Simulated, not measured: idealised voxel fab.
The process module presented herein is designated voxel quadruple lines.
This is section cut - it's 230 nm across, gridded in 5 nm square cells.
A cross-section in this document is a grid of square cells, and it is written down as bands, the top band listed before the ones below it; a band is made up of one or more rows of cells.
The entry gives the band's vertical extent as a top height and a bottom height in nm, then its horizontal make-up as materials from left to right, each with a width in nm. "blank" stands for empty space; a single material marked "full width" fills the band edge to edge.
Beneath 0, the wafer as received is one material, and that level is where height counting begins. The lowest band goes on downward without a bottom; it is written like "from 0 down".
When a width is written as two numbers, as in "30 to 40", the first number is the width in the top row of cells of the band and the second is the width in its bottom row, and the width changes by the same amount from each row to the next.
"nothing different" (step): cross-section cells unchanged, all of them.
Voids not open to the top, 8 cells minimum: see "Voids lacking openings". Written width x height at distance; distance is from the left edge; nm.
What comes after the settings on a step's line is commentary from the simulator itself on that step.
overlay nm: step with mask; distance mask lay right of planned place; negative value = left of planned place.
How should the pairs below be read? Each gives the cross-section before one process step and the cross-section after it, the latter drawn only to the lowest band that changed; the step that lies between them, with its settings, appears under the pair. Does a pair pick up where the pair above left off? Only where its entry headed "Before the step" says so, since pairs can come from different runs of this module on the same starting wafer.
Before the step:
* from 0 down  Si full width
* Voids lacking openings: none
As Processed:
* from 10 to 0  SiO2 full width
* below 0: unchanged
* Voids lacking openings: none
Between the two cross-sections shown above lies CONFORMAL_DEP with material SiO2, thk nm 10
Before the step: The pre-step condition corresponds to the post-step cross-section depicted in the pair directly above.
As Processed:
* from 20 to 10  Ru full width
* below 10: unchanged
* Voids lacking openings: none
Between the two cross-sections shown above lies DIRECTIONAL_DEP with material Ru, thk nm 10
Before the step: The pre-step condition corresponds to the post-step cross-section depicted in the pair directly above.
As Processed:
* from 40 to 20  polySi full width
* below 20: unchanged
* Voids lacking openings: none
Between the two cross-sections shown above lies DIRECTIONAL_DEP with material polySi, thk nm 20
Before the step: The pre-step condition corresponds to the post-step cross-section depicted in the pair directly above.
As Processed:
* from 60 to 40  aC full width
* below 40: unchanged
* Voids lacking openings: none
Between the two cross-sections shown above lies DIRECTIONAL_DEP with material aC, thk nm 20
Before the step: The pre-step condition corresponds to the post-step cross-section depicted in the pair directly above.
As Processed:
* from 90 to 60  45 nm blank  35 nm resist  65 nm blank  35 nm resist  50 nm blank
* below 60: unchanged
* Voids lacking openings: none
Between the two cross-sections shown above lies PATTERN with tone cover, mask id MANDREL, material resist, width nm 35, pitch nm 100, thk nm 30, overlay nm 0
Before the step: The pre-step condition corresponds to the post-step cross-section depicted in the pair directly above.
As Processed:
* from 70 to 60  45 nm blank  35 nm resist  65 nm blank  35 nm resist  50 nm blank
* from 60 to 40  45 nm blank  35 nm aC  65 nm blank  35 nm aC  50 nm blank
* below 40: unchanged
* Voids lacking openings: none
Between the two cross-sections shown above lies DIRECTIONAL_ETCH with etch materials aC, depth nm 20
Before the step: The pre-step condition corresponds to the post-step cross-section depicted in the pair directly above.
As Processed:
* from 60 to 40  45 nm blank  35 nm aC  65 nm blank  35 nm aC  50 nm blank
* below 40: unchanged
* Voids lacking openings: none
Between the two cross-sections shown above lies STRIP with etch materials resist
Before the step: The pre-step condition corresponds to the post-step cross-section depicted in the pair directly above.
As Processed:
* from 75 to 60  30 nm blank  65 nm SiO2  35 nm blank  65 nm SiO2  35 nm blank
* from 60 to 55  30 nm blank  15 nm SiO2  35 nm aC  15 nm SiO2  35 nm blank  15 nm SiO2  35 nm aC  15 nm SiO2  35 nm blank
* from 55 to 40  45 nm SiO2  35 nm aC  65 nm SiO2  35 nm aC  50 nm SiO2
* below 40: unchanged
* Voids lacking openings: none
Between the two cross-sections shown above lies CONFORMAL_DEP with material SiO2, thk nm 15
Before the step: The pre-step condition corresponds to the post-step cross-section depicted in the pair directly above.
As Processed:
* from 60 to 40  30 nm blank  15 nm SiO2  35 nm aC  15 nm SiO2  35 nm blank  15 nm SiO2  35 nm aC  15 nm SiO2  35 nm blank
* below 40: unchanged
* Voids lacking openings: none
Between the two cross-sections shown above lies DIRECTIONAL_ETCH with etch materials SiO2, depth nm 15
Before the step: The pre-step condition corresponds to the post-step cross-section depicted in the pair directly above.
As Processed:
* from 60 to 40  30 nm blank  15 nm SiO2  35 nm blank  15 nm SiO2  35 nm blank  15 nm SiO2  35 nm blank  15 nm SiO2  35 nm blank
* below 40: unchanged
* Voids lacking openings: none
Between the two cross-sections shown above lies STRIP with etch materials aC
Before the step: The pre-step condition corresponds to the post-step cross-section depicted in the pair directly above.
As Processed:
* from 60 to 40  30 nm blank  15 nm SiO2  35 nm blank  15 nm SiO2  35 nm blank  15 nm SiO2  35 nm blank  15 nm SiO2  35 nm blank
* from 40 to 20  30 nm blank  15 nm polySi  35 nm blank  15 nm polySi  35 nm blank  15 nm polySi  35 nm blank  15 nm polySi  35 nm blank
* below 20: unchanged
* Voids lacking openings: none
Between the two cross-sections shown above lies DIRECTIONAL_ETCH with etch materials polySi, depth nm 20
Before the step: The pre-step condition corresponds to the post-step cross-section depicted in the pair directly above.
As Processed:
* from 40 to 20  30 nm blank  15 nm polySi  35 nm blank  15 nm polySi  35 nm blank  15 nm polySi  35 nm blank  15 nm polySi  35 nm blank
* below 20: unchanged
* Voids lacking openings: none
Between the two cross-sections shown above lies STRIP with etch materials SiO2
Before the step: The pre-step condition corresponds to the post-step cross-section depicted in the pair directly above.
As Processed:
* from 50 to 40  20 nm blank  35 nm SiN  15 nm blank  35 nm SiN  15 nm blank  35 nm SiN  15 nm blank  35 nm SiN  25 nm blank
* from 40 to 30  20 nm blank  10 nm SiN  15 nm polySi  10 nm SiN  15 nm blank  10 nm SiN  15 nm polySi  10 nm SiN  15 nm blank  10 nm SiN  15 nm polySi  10 nm SiN  15 nm blank  10 nm SiN  15 nm polySi  10 nm SiN  25 nm blank
* from 30 to 20  30 nm SiN  15 nm polySi  35 nm SiN  15 nm polySi  35 nm SiN  15 nm polySi  35 nm SiN  15 nm polySi  35 nm SiN
* below 20: unchanged
* Voids lacking openings: none
Between the two cross-sections shown above lies CONFORMAL_DEP with material SiN, thk nm 10
Before the step: The pre-step condition corresponds to the post-step cross-section depicted in the pair directly above.
As Processed:
* from 40 to 20  20 nm blank  10 nm SiN  15 nm polySi  10 nm SiN  15 nm blank  10 nm SiN  15 nm polySi  10 nm SiN  15 nm blank  10 nm SiN  15 nm polySi  10 nm SiN  15 nm blank  10 nm SiN  15 nm polySi  10 nm SiN  25 nm blank
* below 20: unchanged
* Voids lacking openings: none
Between the two cross-sections shown above lies DIRECTIONAL_ETCH with etch materials SiN, depth nm 10
Before the step: The pre-step condition corresponds to the post-step cross-section depicted in the pair directly above.
As Processed:
* from 40 to 20  20 nm blank  10 nm SiN  15 nm blank  10 nm SiN  15 nm blank  10 nm SiN  15 nm blank  10 nm SiN  15 nm blank  10 nm SiN  15 nm blank  10 nm SiN  15 nm blank  10 nm SiN  15 nm blank  10 nm SiN  25 nm blank
* below 20: unchanged
* Voids lacking openings: none
Between the two cross-sections shown above lies STRIP with etch materials polySi
Before the step: The pre-step condition corresponds to the post-step cross-section depicted in the pair directly above.
As Processed:
* from 40 to 20  20 nm blank  10 nm SiN  15 nm blank  10 nm SiN  15 nm blank  10 nm SiN  15 nm blank  10 nm SiN  15 nm blank  10 nm SiN  15 nm blank  10 nm SiN  15 nm blank  10 nm SiN  15 nm blank  10 nm SiN  25 nm blank
* from 20 to 10  20 nm blank  10 nm Ru  15 nm blank  10 nm Ru  15 nm blank  10 nm Ru  15 nm blank  10 nm Ru  15 nm blank  10 nm Ru  15 nm blank  10 nm Ru  15 nm blank  10 nm Ru  15 nm blank  10 nm Ru  25 nm blank
* below 10: unchanged
* Voids lacking openings: none
Between the two cross-sections shown above lies DIRECTIONAL_ETCH with etch materials Ru, depth nm 10
Before the step: The pre-step condition corresponds to the post-step cross-section depicted in the pair directly above.
As Processed:
* from 20 to 10  20 nm blank  10 nm Ru  15 nm blank  10 nm Ru  15 nm blank  10 nm Ru  15 nm blank  10 nm Ru  15 nm blank  10 nm Ru  15 nm blank  10 nm Ru  15 nm blank  10 nm Ru  15 nm blank  10 nm Ru  25 nm blank
* below 10: unchanged
* Voids lacking openings: none
Between the two cross-sections shown above lies STRIP with etch materials SiN
Before the step:
* from 0 down  Si full width
* Voids lacking openings: none
As Processed:
* from 10 to 0  Ru full width
* below 0: unchanged
* Voids lacking openings: none
Between the two cross-sections shown above lies DIRECTIONAL_DEP with material Ru, thk nm 10
Before the step: The pre-step condition corresponds to the post-step cross-section depicted in the pair directly above.
As Processed:
* from 30 to 10  polySi full width
* below 10: unchanged
* Voids lacking openings: none
Between the two cross-sections shown above lies DIRECTIONAL_DEP with material polySi, thk nm 20
Before the step: The pre-step condition corresponds to the post-step cross-section depicted in the pair directly above.
As Processed:
* from 50 to 30  aC full width
* below 30: unchanged
* Voids lacking openings: none
Between the two cross-sections shown above lies DIRECTIONAL_DEP with material aC, thk nm 20
Before the step: The pre-step condition corresponds to the post-step cross-section depicted in the pair directly above.
As Processed:
* from 80 to 50  45 nm blank  35 nm resist  65 nm blank  35 nm resist  50 nm blank
* below 50: unchanged
* Voids lacking openings: none
Between the two cross-sections shown above lies PATTERN with tone cover, mask id MANDREL, material resist, width nm 35, pitch nm 100, thk nm 30, overlay nm 0
Before the step: The pre-step condition corresponds to the post-step cross-section depicted in the pair directly above.
As Processed:
* from 60 to 50  45 nm blank  35 nm resist  65 nm blank  35 nm resist  50 nm blank
* from 50 to 30  45 nm blank  35 nm aC  65 nm blank  35 nm aC  50 nm blank
* below 30: unchanged
* Voids lacking openings: none
Between the two cross-sections shown above lies DIRECTIONAL_ETCH with etch materials aC, depth nm 20
Before the step: The pre-step condition corresponds to the post-step cross-section depicted in the pair directly above.
As Processed:
* from 50 to 30  45 nm blank  35 nm aC  65 nm blank  35 nm aC  50 nm blank
* below 30: unchanged
* Voids lacking openings: none
Between the two cross-sections shown above lies STRIP with etch materials resist
Before the step: The pre-step condition corresponds to the post-step cross-section depicted in the pair directly above.
As Processed:
* from 65 to 50  30 nm blank  65 nm SiO2  35 nm blank  65 nm SiO2  35 nm blank
* from 50 to 45  30 nm blank  15 nm SiO2  35 nm aC  15 nm SiO2  35 nm blank  15 nm SiO2  35 nm aC  15 nm SiO2  35 nm blank
* from 45 to 30  45 nm SiO2  35 nm aC  65 nm SiO2  35 nm aC  50 nm SiO2
* below 30: unchanged
* Voids lacking openings: none
Between the two cross-sections shown above lies CONFORMAL_DEP with material SiO2, thk nm 15
Before the step: The pre-step condition corresponds to the post-step cross-section depicted in the pair directly above.
As Processed:
* from 50 to 30  30 nm blank  15 nm SiO2  35 nm aC  15 nm SiO2  35 nm blank  15 nm SiO2  35 nm aC  15 nm SiO2  35 nm blank
* below 30: unchanged
* Voids lacking openings: none
Between the two cross-sections shown above lies DIRECTIONAL_ETCH with etch materials SiO2, depth nm 15
Before the step: The pre-step condition corresponds to the post-step cross-section depicted in the pair directly above.
As Processed:
* from 50 to 30  30 nm blank  15 nm SiO2  35 nm blank  15 nm SiO2  35 nm blank  15 nm SiO2  35 nm blank  15 nm SiO2  35 nm blank
* below 30: unchanged
* Voids lacking openings: none
Between the two cross-sections shown above lies STRIP with etch materials aC
Before the step: The pre-step condition corresponds to the post-step cross-section depicted in the pair directly above.
As Processed:
* from 50 to 30  30 nm blank  15 nm SiO2  35 nm blank  15 nm SiO2  35 nm blank  15 nm SiO2  35 nm blank  15 nm SiO2  35 nm blank
* from 30 to 10  30 nm blank  15 nm polySi  35 nm blank  15 nm polySi  35 nm blank  15 nm polySi  35 nm blank  15 nm polySi  35 nm blank
* below 10: unchanged
* Voids lacking openings: none
Between the two cross-sections shown above lies DIRECTIONAL_ETCH with etch materials polySi, depth nm 20
Before the step: The pre-step condition corresponds to the post-step cross-section depicted in the pair directly above.
As Processed:
* from 30 to 10  30 nm blank  15 nm polySi  35 nm blank  15 nm polySi  35 nm blank  15 nm polySi  35 nm blank  15 nm polySi  35 nm blank
* below 10: unchanged
* Voids lacking openings: none
Between the two cross-sections shown above lies STRIP with etch materials SiO2
Before the step: The pre-step condition corresponds to the post-step cross-section depicted in the pair directly above.
As Processed:
* from 40 to 30  20 nm blank  35 nm SiN  15 nm blank  35 nm SiN  15 nm blank  35 nm SiN  15 nm blank  35 nm SiN  25 nm blank
* from 30 to 20  20 nm blank  10 nm SiN  15 nm polySi  10 nm SiN  15 nm blank  10 nm SiN  15 nm polySi  10 nm SiN  15 nm blank  10 nm SiN  15 nm polySi  10 nm SiN  15 nm blank  10 nm SiN  15 nm polySi  10 nm SiN  25 nm blank
* from 20 to 10  30 nm SiN  15 nm polySi  35 nm SiN  15 nm polySi  35 nm SiN  15 nm polySi  35 nm SiN  15 nm polySi  35 nm SiN
* below 10: unchanged
* Voids lacking openings: none
Between the two cross-sections shown above lies CONFORMAL_DEP with material SiN, thk nm 10
Before the step: The pre-step condition corresponds to the post-step cross-section depicted in the pair directly above.
As Processed:
* from 30 to 10  20 nm blank  10 nm SiN  15 nm polySi  10 nm SiN  15 nm blank  10 nm SiN  15 nm polySi  10 nm SiN  15 nm blank  10 nm SiN  15 nm polySi  10 nm SiN  15 nm blank  10 nm SiN  15 nm polySi  10 nm SiN  25 nm blank
* below 10: unchanged
* Voids lacking openings: none
Between the two cross-sections shown above lies DIRECTIONAL_ETCH with etch materials SiN, depth nm 10
Before the step: The pre-step condition corresponds to the post-step cross-section depicted in the pair directly above.
As Processed:
* from 30 to 10  20 nm blank  10 nm SiN  15 nm blank  10 nm SiN  15 nm blank  10 nm SiN  15 nm blank  10 nm SiN  15 nm blank  10 nm SiN  15 nm blank  10 nm SiN  15 nm blank  10 nm SiN  15 nm blank  10 nm SiN  25 nm blank
* below 10: unchanged
* Voids lacking openings: none
Between the two cross-sections shown above lies STRIP with etch materials polySi
Before the step: The pre-step condition corresponds to the post-step cross-section depicted in the pair directly above.
As Processed:
* from 30 to 10  20 nm blank  10 nm SiN  15 nm blank  10 nm SiN  15 nm blank  10 nm SiN  15 nm blank  10 nm SiN  15 nm blank  10 nm SiN  15 nm blank  10 nm SiN  15 nm blank  10 nm SiN  15 nm blank  10 nm SiN  25 nm blank
* from 10 to 0  20 nm blank  10 nm Ru  15 nm blank  10 nm Ru  15 nm blank  10 nm Ru  15 nm blank  10 nm Ru  15 nm blank  10 nm Ru  15 nm blank  10 nm Ru  15 nm blank  10 nm Ru  15 nm blank  10 nm Ru  25 nm blank
* below 0: unchanged
* Voids lacking openings: none
Between the two cross-sections shown above lies DIRECTIONAL_ETCH with etch materials Ru, depth nm 10
Before the step: The pre-step condition corresponds to the post-step cross-section depicted in the pair directly above.
As Processed:
* from 10 to 0  20 nm blank  10 nm Ru  15 nm blank  10 nm Ru  15 nm blank  10 nm Ru  15 nm blank  10 nm Ru  15 nm blank  10 nm Ru  15 nm blank  10 nm Ru  15 nm blank  10 nm Ru  15 nm blank  10 nm Ru  25 nm blank
* below 0: unchanged
* Voids lacking openings: none
Between the two cross-sections shown above lies STRIP with etch materials SiN
Before the step:
* from 40 to 20  20 nm blank  10 nm SiN  15 nm polySi  10 nm SiN  15 nm blank  10 nm SiN  15 nm polySi  10 nm SiN  15 nm blank  10 nm SiN  15 nm polySi  10 nm SiN  15 nm blank  10 nm SiN  15 nm polySi  10 nm SiN  25 nm blank
* from 20 to 10  Ru full width
* from 10 to 0  SiO2 full width
* from 0 down  Si full width
* Voids lacking openings: none
As Processed:
* from 40 to 30  30 nm blank  15 nm polySi  35 nm blank  15 nm polySi  35 nm blank  15 nm polySi  35 nm blank  15 nm polySi  35 nm blank
* below 30: unchanged
* Voids lacking openings: none
Between the two cross-sections shown above lies DIRECTIONAL_ETCH with etch materials SiN, depth nm 10
Before the step: The pre-step condition corresponds to the post-step cross-section depicted in the pair directly above.
As Processed:
* from 30 to 20  20 nm blank  10 nm SiN  15 nm blank  10 nm SiN  15 nm blank  10 nm SiN  15 nm blank  10 nm SiN  15 nm blank  10 nm SiN  15 nm blank  10 nm SiN  15 nm blank  10 nm SiN  15 nm blank  10 nm SiN  25 nm blank
* below 20: unchanged
* Voids lacking openings: none
Between the two cross-sections shown above lies STRIP with etch materials polySi
Before the step: The pre-step condition corresponds to the post-step cross-section depicted in the pair directly above.
As Processed:
* from 30 to 20  20 nm blank  10 nm SiN  15 nm blank  10 nm SiN  15 nm blank  10 nm SiN  15 nm blank  10 nm SiN  15 nm blank  10 nm SiN  15 nm blank  10 nm SiN  15 nm blank  10 nm SiN  15 nm blank  10 nm SiN  25 nm blank
* from 20 to 10  20 nm blank  10 nm Ru  15 nm blank  10 nm Ru  15 nm blank  10 nm Ru  15 nm blank  10 nm Ru  15 nm blank  10 nm Ru  15 nm blank  10 nm Ru  15 nm blank  10 nm Ru  15 nm blank  10 nm Ru  25 nm blank
* below 10: unchanged
* Voids lacking openings: none
Between the two cross-sections shown above lies DIRECTIONAL_ETCH with etch materials Ru, depth nm 10
Before the step: The pre-step condition corresponds to the post-step cross-section depicted in the pair directly above.
As Processed:
* from 20 to 10  20 nm blank  10 nm Ru  15 nm blank  10 nm Ru  15 nm blank  10 nm Ru  15 nm blank  10 nm Ru  15 nm blank  10 nm Ru  15 nm blank  10 nm Ru  15 nm blank  10 nm Ru  15 nm blank  10 nm Ru  25 nm blank
* below 10: unchanged
* Voids lacking openings: none
Between the two cross-sections shown above lies STRIP with etch materials SiN
Before the step:
* from 10 to 0  SiO2 full width
* from 0 down  Si full width
* Voids lacking openings: none
As Processed:
* from 30 to 10  polySi full width
* below 10: unchanged
* Voids lacking openings: none
Between the two cross-sections shown above lies DIRECTIONAL_DEP with material polySi, thk nm 20
Before the step: The pre-step condition corresponds to the post-step cross-section depicted in the pair directly above.
As Processed:
* from 40 to 30  Ru full width
* below 30: unchanged
* Voids lacking openings: none
Between the two cross-sections shown above lies DIRECTIONAL_DEP with material Ru, thk nm 10
Before the step: The pre-step condition corresponds to the post-step cross-section depicted in the pair directly above.
As Processed:
* from 60 to 40  aC full width
* below 40: unchanged
* Voids lacking openings: none
Between the two cross-sections shown above lies DIRECTIONAL_DEP with material aC, thk nm 20
Before the step: The pre-step condition corresponds to the post-step cross-section depicted in the pair directly above.
As Processed:
* from 90 to 60  45 nm blank  35 nm resist  65 nm blank  35 nm resist  50 nm blank
* below 60: unchanged
* Voids lacking openings: none
Between the two cross-sections shown above lies PATTERN with tone cover, mask id MANDREL, material resist, width nm 35, pitch nm 100, thk nm 30, overlay nm 0
Before the step: The pre-step condition corresponds to the post-step cross-section depicted in the pair directly above.
As Processed:
* from 70 to 60  45 nm blank  35 nm resist  65 nm blank  35 nm resist  50 nm blank
* from 60 to 40  45 nm blank  35 nm aC  65 nm blank  35 nm aC  50 nm blank
* below 40: unchanged
* Voids lacking openings: none
Between the two cross-sections shown above lies DIRECTIONAL_ETCH with etch materials aC, depth nm 20
Before the step: The pre-step condition corresponds to the post-step cross-section depicted in the pair directly above.
As Processed:
* from 60 to 40  45 nm blank  35 nm aC  65 nm blank  35 nm aC  50 nm blank
* below 40: unchanged
* Voids lacking openings: none
Between the two cross-sections shown above lies STRIP with etch materials resist
Before the step: The pre-step condition corresponds to the post-step cross-section depicted in the pair directly above.
As Processed:
* from 75 to 60  30 nm blank  65 nm SiO2  35 nm blank  65 nm SiO2  35 nm blank
* from 60 to 55  30 nm blank  15 nm SiO2  35 nm aC  15 nm SiO2  35 nm blank  15 nm SiO2  35 nm aC  15 nm SiO2  35 nm blank
* from 55 to 40  45 nm SiO2  35 nm aC  65 nm SiO2  35 nm aC  50 nm SiO2
* below 40: unchanged
* Voids lacking openings: none
Between the two cross-sections shown above lies CONFORMAL_DEP with material SiO2, thk nm 15
Before the step: The pre-step condition corresponds to the post-step cross-section depicted in the pair directly above.
As Processed:
* from 60 to 40  30 nm blank  15 nm SiO2  35 nm aC  15 nm SiO2  35 nm blank  15 nm SiO2  35 nm aC  15 nm SiO2  35 nm blank
* below 40: unchanged
* Voids lacking openings: none
Between the two cross-sections shown above lies DIRECTIONAL_ETCH with etch materials SiO2, depth nm 15
Before the step: The pre-step condition corresponds to the post-step cross-section depicted in the pair directly above.
As Processed:
* from 60 to 40  30 nm blank  15 nm SiO2  35 nm blank  15 nm SiO2  35 nm blank  15 nm SiO2  35 nm blank  15 nm SiO2  35 nm blank
* below 40: unchanged
* Voids lacking openings: none
Between the two cross-sections shown above lies STRIP with etch materials aC
Before the step: The pre-step condition corresponds to the post-step cross-section depicted in the pair directly above.
As Processed:
* from 40 to 30  Ru full width
* below 30: unchanged
* Voids lacking openings: none
Between the two cross-sections shown above lies STRIP with etch materials SiO2
Before the step: The pre-step condition corresponds to the post-step cross-section depicted in the pair directly above.
As Processed:
* from 50 to 40  SiN full width
* below 40: unchanged
* Voids lacking openings: none
Between the two cross-sections shown above lies CONFORMAL_DEP with material SiN, thk nm 10
Before the step: The pre-step condition corresponds to the post-step cross-section depicted in the pair directly above.
As Processed:
* from 40 to 30  Ru full width
* below 30: unchanged
* Voids lacking openings: none
Between the two cross-sections shown above lies DIRECTIONAL_ETCH with etch materials SiN, depth nm 10
Before the step: The pre-step condition corresponds to the post-step cross-section depicted in the pair directly above.
As Processed:
* from 30 to 10  polySi full width
* below 10: unchanged
* Voids lacking openings: none
Between the two cross-sections shown above lies DIRECTIONAL_ETCH with etch materials Ru, depth nm 10
Before the step:
* from 60 to 40  45 nm blank  35 nm aC  65 nm blank  35 nm aC  50 nm blank
* from 40 to 20  polySi full width
* from 20 to 10  Ru full width
* from 10 to 0  SiO2 full width
* from 0 down  Si full width
* Voids lacking openings: none
As Processed:
* from 65 to 60  40 nm blank  45 nm SiO2  55 nm blank  45 nm SiO2  45 nm blank
* from 60 to 45  40 nm blank  5 nm SiO2  35 nm aC  5 nm SiO2  55 nm blank  5 nm SiO2  35 nm aC  5 nm SiO2  45 nm blank
* from 45 to 40  45 nm SiO2  35 nm aC  65 nm SiO2  35 nm aC  50 nm SiO2
* below 40: unchanged
* Voids lacking openings: none
Between the two cross-sections shown above lies CONFORMAL_DEP with material SiO2, thk nm 5
Before the step: The pre-step condition corresponds to the post-step cross-section depicted in the pair directly above.
As Processed:
* from 60 to 50  45 nm blank  35 nm aC  65 nm blank  35 nm aC  50 nm blank
* from 50 to 40  40 nm blank  5 nm SiO2  35 nm aC  5 nm SiO2  55 nm blank  5 nm SiO2  35 nm aC  5 nm SiO2  45 nm blank
* below 40: unchanged
* Voids lacking openings: none
Between the two cross-sections shown above lies DIRECTIONAL_ETCH with etch materials SiO2, depth nm 15
Before the step: The pre-step condition corresponds to the post-step cross-section depicted in the pair directly above.
As Processed:
* from 50 to 40  40 nm blank  5 nm SiO2  35 nm blank  5 nm SiO2  55 nm blank  5 nm SiO2  35 nm blank  5 nm SiO2  45 nm blank
* below 40: unchanged
* Voids lacking openings: none
Between the two cross-sections shown above lies STRIP with etch materials aC
Before the step: The pre-step condition corresponds to the post-step cross-section depicted in the pair directly above.
As Processed:
* from 50 to 40  40 nm blank  5 nm SiO2  35 nm blank  5 nm SiO2  55 nm blank  5 nm SiO2  35 nm blank  5 nm SiO2  45 nm blank
* from 40 to 20  40 nm blank  5 nm polySi  35 nm blank  5 nm polySi  55 nm blank  5 nm polySi  35 nm blank  5 nm polySi  45 nm blank
* below 20: unchanged
* Voids lacking openings: none
Between the two cross-sections shown above lies DIRECTIONAL_ETCH with etch materials polySi, depth nm 20
Before the step: The pre-step condition corresponds to the post-step cross-section depicted in the pair directly above.
As Processed:
* from 40 to 20  40 nm blank  5 nm polySi  35 nm blank  5 nm polySi  55 nm blank  5 nm polySi  35 nm blank  5 nm polySi  45 nm blank
* below 20: unchanged
* Voids lacking openings: none
Between the two cross-sections shown above lies STRIP with etch materials SiO2
Before the step: The pre-step condition corresponds to the post-step cross-section depicted in the pair directly above.
As Processed:
* from 50 to 40  30 nm blank  25 nm SiN  15 nm blank  25 nm SiN  35 nm blank  25 nm SiN  15 nm blank  25 nm SiN  35 nm blank
* from 40 to 30  30 nm blank  10 nm SiN  5 nm polySi  10 nm SiN  15 nm blank  10 nm SiN  5 nm polySi  10 nm SiN  35 nm blank  10 nm SiN  5 nm polySi  10 nm SiN  15 nm blank  10 nm SiN  5 nm polySi  10 nm SiN  35 nm blank
* from 30 to 20  40 nm SiN  5 nm polySi  35 nm SiN  5 nm polySi  55 nm SiN  5 nm polySi  35 nm SiN  5 nm polySi  45 nm SiN
* below 20: unchanged
* Voids lacking openings: none
Between the two cross-sections shown above lies CONFORMAL_DEP with material SiN, thk nm 10
Before the step: The pre-step condition corresponds to the post-step cross-section depicted in the pair directly above.
As Processed:
* from 40 to 20  30 nm blank  10 nm SiN  5 nm polySi  10 nm SiN  15 nm blank  10 nm SiN  5 nm polySi  10 nm SiN  35 nm blank  10 nm SiN  5 nm polySi  10 nm SiN  15 nm blank  10 nm SiN  5 nm polySi  10 nm SiN  35 nm blank
* below 20: unchanged
* Voids lacking openings: none
Between the two cross-sections shown above lies DIRECTIONAL_ETCH with etch materials SiN, depth nm 10
Before the step: The pre-step condition corresponds to the post-step cross-section depicted in the pair directly above.
As Processed:
* from 40 to 20  30 nm blank  10 nm SiN  5 nm blank  10 nm SiN  15 nm blank  10 nm SiN  5 nm blank  10 nm SiN  35 nm blank  10 nm SiN  5 nm blank  10 nm SiN  15 nm blank  10 nm SiN  5 nm blank  10 nm SiN  35 nm blank
* below 20: unchanged
* Voids lacking openings: none
Between the two cross-sections shown above lies STRIP with etch materials polySi
Before the step: The pre-step condition corresponds to the post-step cross-section depicted in the pair directly above.
As Processed:
* from 40 to 20  30 nm blank  10 nm SiN  5 nm blank  10 nm SiN  15 nm blank  10 nm SiN  5 nm blank  10 nm SiN  35 nm blank  10 nm SiN  5 nm blank  10 nm SiN  15 nm blank  10 nm SiN  5 nm blank  10 nm SiN  35 nm blank
* from 20 to 10  30 nm blank  10 nm Ru  5 nm blank  10 nm Ru  15 nm blank  10 nm Ru  5 nm blank  10 nm Ru  35 nm blank  10 nm Ru  5 nm blank  10 nm Ru  15 nm blank  10 nm Ru  5 nm blank  10 nm Ru  35 nm blank
* below 10: unchanged
* Voids lacking openings: none
Between the two cross-sections shown above lies DIRECTIONAL_ETCH with etch materials Ru, depth nm 10
Before the step: The pre-step condition corresponds to the post-step cross-section depicted in the pair directly above.
As Processed:
* from 20 to 10  30 nm blank  10 nm Ru  5 nm blank  10 nm Ru  15 nm blank  10 nm Ru  5 nm blank  10 nm Ru  35 nm blank  10 nm Ru  5 nm blank  10 nm Ru  15 nm blank  10 nm Ru  5 nm blank  10 nm Ru  35 nm blank
* below 10: unchanged
* Voids lacking openings: none
Between the two cross-sections shown above lies STRIP with etch materials SiN
Before the step:
* from 60 to 40  aC full width
* from 40 to 20  polySi full width
* from 20 to 10  Ru full width
* from 10 to 0  SiO2 full width
* from 0 down  Si full width
* Voids lacking openings: none
As Processed:
* from 90 to 60  50 nm blank  25 nm resist  75 nm blank  25 nm resist  55 nm blank
* below 60: unchanged
* Voids lacking openings: none
Between the two cross-sections shown above lies PATTERN with tone cover, mask id MANDREL, material resist, width nm 25, pitch nm 100, thk nm 30, overlay nm 0
Before the step: The pre-step condition corresponds to the post-step cross-section depicted in the pair directly above.
As Processed:
* from 70 to 60  50 nm blank  25 nm resist  75 nm blank  25 nm resist  55 nm blank
* from 60 to 40  50 nm blank  25 nm aC  75 nm blank  25 nm aC  55 nm blank
* below 40: unchanged
* Voids lacking openings: none
Between the two cross-sections shown above lies DIRECTIONAL_ETCH with etch materials aC, depth nm 20
Before the step: The pre-step condition corresponds to the post-step cross-section depicted in the pair directly above.
As Processed:
* from 60 to 40  50 nm blank  25 nm aC  75 nm blank  25 nm aC  55 nm blank
* below 40: unchanged
* Voids lacking openings: none
Between the two cross-sections shown above lies STRIP with etch materials resist
Before the step: The pre-step condition corresponds to the post-step cross-section depicted in the pair directly above.
As Processed:
* from 75 to 60  35 nm blank  55 nm SiO2  45 nm blank  55 nm SiO2  40 nm blank
* from 60 to 55  35 nm blank  15 nm SiO2  25 nm aC  15 nm SiO2  45 nm blank  15 nm SiO2  25 nm aC  15 nm SiO2  40 nm blank
* from 55 to 40  50 nm SiO2  25 nm aC  75 nm SiO2  25 nm aC  55 nm SiO2
* below 40: unchanged
* Voids lacking openings: none
Between the two cross-sections shown above lies CONFORMAL_DEP with material SiO2, thk nm 15
Before the step: The pre-step condition corresponds to the post-step cross-section depicted in the pair directly above.
As Processed:
* from 60 to 40  35 nm blank  15 nm SiO2  25 nm aC  15 nm SiO2  45 nm blank  15 nm SiO2  25 nm aC  15 nm SiO2  40 nm blank
* below 40: unchanged
* Voids lacking openings: none
Between the two cross-sections shown above lies DIRECTIONAL_ETCH with etch materials SiO2, depth nm 15
Before the step: The pre-step condition corresponds to the post-step cross-section depicted in the pair directly above.
As Processed:
* from 60 to 40  35 nm blank  15 nm SiO2  25 nm blank  15 nm SiO2  45 nm blank  15 nm SiO2  25 nm blank  15 nm SiO2  40 nm blank
* below 40: unchanged
* Voids lacking openings: none
Between the two cross-sections shown above lies STRIP with etch materials aC
Before the step: The pre-step condition corresponds to the post-step cross-section depicted in the pair directly above.
As Processed:
* from 60 to 40  35 nm blank  15 nm SiO2  25 nm blank  15 nm SiO2  45 nm blank  15 nm SiO2  25 nm blank  15 nm SiO2  40 nm blank
* from 40 to 20  35 nm blank  15 nm polySi  25 nm blank  15 nm polySi  45 nm blank  15 nm polySi  25 nm blank  15 nm polySi  40 nm blank
* below 20: unchanged
* Voids lacking openings: none
Between the two cross-sections shown above lies DIRECTIONAL_ETCH with etch materials polySi, depth nm 20
Before the step: The pre-step condition corresponds to the post-step cross-section depicted in the pair directly above.
As Processed:
* from 40 to 20  35 nm blank  15 nm polySi  25 nm blank  15 nm polySi  45 nm blank  15 nm polySi  25 nm blank  15 nm polySi  40 nm blank
* below 20: unchanged
* Voids lacking openings: none
Between the two cross-sections shown above lies STRIP with etch materials SiO2
